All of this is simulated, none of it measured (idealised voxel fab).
process module | voxel double patterning
cross-section cut | 165 nm wide | cells 5 nm
A cross-section is a grid of square cells, given in bands from the top down. A band is one or more rows of cells.
Each band's line starts with the height of the band's top and of its bottom, in nm. Then come its materials from left to right, each with its width in nm. One material with "throughout" fills the band from edge to edge. "air" is empty space.
Height 0 is the level under which the wafer as received is all one material. The lowest band goes on downwards, as in "0 down".
A width such as "30 to 40" changes by the same amount from each row of cells to the next, from the band's top row to its bottom row.
"no change" after a step means that no cell of the cross-section changed.
closed voids: empty space of 8 cells or more with no open way to the top, each as width x height at its distance from the left edge, in nm
after a step's settings: what the simulator itself notes on the step
overlay nm, on a step with a mask: how far to the right of its planned place the mask lay; to the left if negative
plan
1 op RECEIVE | material Si
2 op CONFORMAL_DEP | material SiN | thk nm 5
3 op DIRECTIONAL_DEP | material SiO2 | thk nm 15
4 op DIRECTIONAL_DEP | material SiCN | thk nm 5
5 op DIRECTIONAL_DEP | material aC | thk nm 15
6 op PATTERN | tone open | mask id FIRST | material resist | width nm 15 | pitch nm 50 | thk nm 35 | overlay nm 0
7 op DIRECTIONAL_ETCH | etch materials aC | depth nm 15
8 op STRIP | etch materials resist
9 op DIRECTIONAL_ETCH | etch materials SiCN | depth nm 5
10 op STRIP | etch materials aC
11 op DIRECTIONAL_DEP | material aC | thk nm 15
12 op PATTERN | tone open | mask id SECOND | material resist | width nm 15 | thk nm 35 | overlay nm 0
13 op DIRECTIONAL_ETCH | etch materials aC | depth nm 15
14 op STRIP | etch materials resist
15 op DIRECTIONAL_ETCH | etch materials SiCN | depth nm 5
16 op STRIP | etch materials aC
17 op DIRECTIONAL_ETCH | etch materials SiO2 | depth nm 15
18 op STRIP | etch materials SiCN
first wafer, as planned
as received, after step 1
  0 down: Si throughout
  closed voids: none
after step 2
  5 to 0: SiN throughout
  below 0: unchanged
after step 3
  20 to 5: SiO2 throughout
  below 5: unchanged
after step 4
  25 to 20: SiCN throughout
  below 20: unchanged
after step 5
  40 to 25: aC throughout
  below 25: unchanged
after step 6
  75 to 40: resist 50 | air 15 | resist 35 | air 15 | resist 50
  below 40: unchanged
after step 7
  60 to 40: resist 50 | air 15 | resist 35 | air 15 | resist 50
  40 to 25: aC 50 | air 15 | aC 35 | air 15 | aC 50
  below 25: unchanged
after step 8
  40 to 25: aC 50 | air 15 | aC 35 | air 15 | aC 50
  below 25: unchanged
after step 9
  40 to 25: aC 50 | air 15 | aC 35 | air 15 | aC 50
  25 to 20: SiCN 50 | air 15 | SiCN 35 | air 15 | SiCN 50
  below 20: unchanged
after step 10
  25 to 20: SiCN 50 | air 15 | SiCN 35 | air 15 | SiCN 50
  below 20: unchanged
after step 11
  40 to 35: aC 50 | air 15 | aC 35 | air 15 | aC 50
  35 to 25: aC throughout
  25 to 20: SiCN 50 | aC 15 | SiCN 35 | aC 15 | SiCN 50
  below 20: unchanged
after step 12
  75 to 40: resist 75 | air 15 | resist 75
  40 to 35: aC 50 | resist 15 | aC 35 | resist 15 | aC 50
  below 35: unchanged
after step 13
  60 to 40: resist 75 | air 15 | resist 75
  40 to 35: aC 50 | resist 15 | aC 10 | air 15 | aC 10 | resist 15 | aC 50
  35 to 25: aC 75 | air 15 | aC 75
  below 25: unchanged
after step 14
  40 to 35: aC 50 | air 15 | aC 10 | air 15 | aC 10 | air 15 | aC 50
  below 35: unchanged
after step 15
  40 to 35: aC 50 | air 15 | aC 10 | air 15 | aC 10 | air 15 | aC 50
  35 to 25: aC 75 | air 15 | aC 75
  25 to 20: SiCN 50 | aC 15 | SiCN 10 | air 15 | SiCN 10 | aC 15 | SiCN 50
  below 20: unchanged
after step 16
  25 to 20: SiCN 50 | air 15 | SiCN 10 | air 15 | SiCN 10 | air 15 | SiCN 50
  below 20: unchanged
after step 17
  25 to 20: SiCN 50 | air 15 | SiCN 10 | air 15 | SiCN 10 | air 15 | SiCN 50
  20 to 5: SiO2 50 | air 15 | SiO2 10 | air 15 | SiO2 10 | air 15 | SiO2 50
  below 5: unchanged
after step 18
  20 to 5: SiO2 50 | air 15 | SiO2 10 | air 15 | SiO2 10 | air 15 | SiO2 50
  below 5: unchanged
second wafer: like start, like plan, one mistake. Through step 2 it matches the first wafer
when step 3 should have ended
  35 to 5: SiO2 throughout
  below 5: unchanged
when step 4 should have ended
  40 to 35: SiCN throughout
  below 35: unchanged
when step 5 should have ended
  55 to 40: aC throughout
  below 40: unchanged
when step 6 should have ended
  90 to 55: resist 50 | air 15 | resist 35 | air 15 | resist 50
  below 55: unchanged
when step 7 should have ended
  75 to 55: resist 50 | air 15 | resist 35 | air 15 | resist 50
  55 to 40: aC 50 | air 15 | aC 35 | air 15 | aC 50
  below 40: unchanged
when step 8 should have ended
  55 to 40: aC 50 | air 15 | aC 35 | air 15 | aC 50
  below 40: unchanged
when step 9 should have ended
  55 to 40: aC 50 | air 15 | aC 35 | air 15 | aC 50
  40 to 35: SiCN 50 | air 15 | SiCN 35 | air 15 | SiCN 50
  below 35: unchanged
when step 10 should have ended
  40 to 35: SiCN 50 | air 15 | SiCN 35 | air 15 | SiCN 50
  below 35: unchanged
when step 11 should have ended
  55 to 50: aC 50 | air 15 | aC 35 | air 15 | aC 50
  50 to 40: aC throughout
  40 to 35: SiCN 50 | aC 15 | SiCN 35 | aC 15 | SiCN 50
  below 35: unchanged
when step 12 should have ended
  90 to 55: resist 75 | air 15 | resist 75
  55 to 50: aC 50 | resist 15 | aC 35 | resist 15 | aC 50
  below 50: unchanged
when step 13 should have ended
  75 to 55: resist 75 | air 15 | resist 75
  55 to 50: aC 50 | resist 15 | aC 10 | air 15 | aC 10 | resist 15 | aC 50
  50 to 40: aC 75 | air 15 | aC 75
  below 40: unchanged
when step 14 should have ended
  55 to 50: aC 50 | air 15 | aC 10 | air 15 | aC 10 | air 15 | aC 50
  below 50: unchanged
when step 15 should have ended
  55 to 50: aC 50 | air 15 | aC 10 | air 15 | aC 10 | air 15 | aC 50
  50 to 40: aC 75 | air 15 | aC 75
  40 to 35: SiCN 50 | aC 15 | SiCN 10 | air 15 | SiCN 10 | aC 15 | SiCN 50
  below 35: unchanged
when step 16 should have ended
  40 to 35: SiCN 50 | air 15 | SiCN 10 | air 15 | SiCN 10 | air 15 | SiCN 50
  below 35: unchanged
when step 17 should have ended
  40 to 35: SiCN 50 | air 15 | SiCN 10 | air 15 | SiCN 10 | air 15 | SiCN 50
  35 to 20: SiO2 50 | air 15 | SiO2 10 | air 15 | SiO2 10 | air 15 | SiO2 50
  below 20: unchanged
when step 18 should have ended
  35 to 20: SiO2 50 | air 15 | SiO2 10 | air 15 | SiO2 10 | air 15 | SiO2 50
  below 20: unchanged
what went wrong: step 3 was run twice
at the end the second wafer has, in cells: 99 more of SiO2
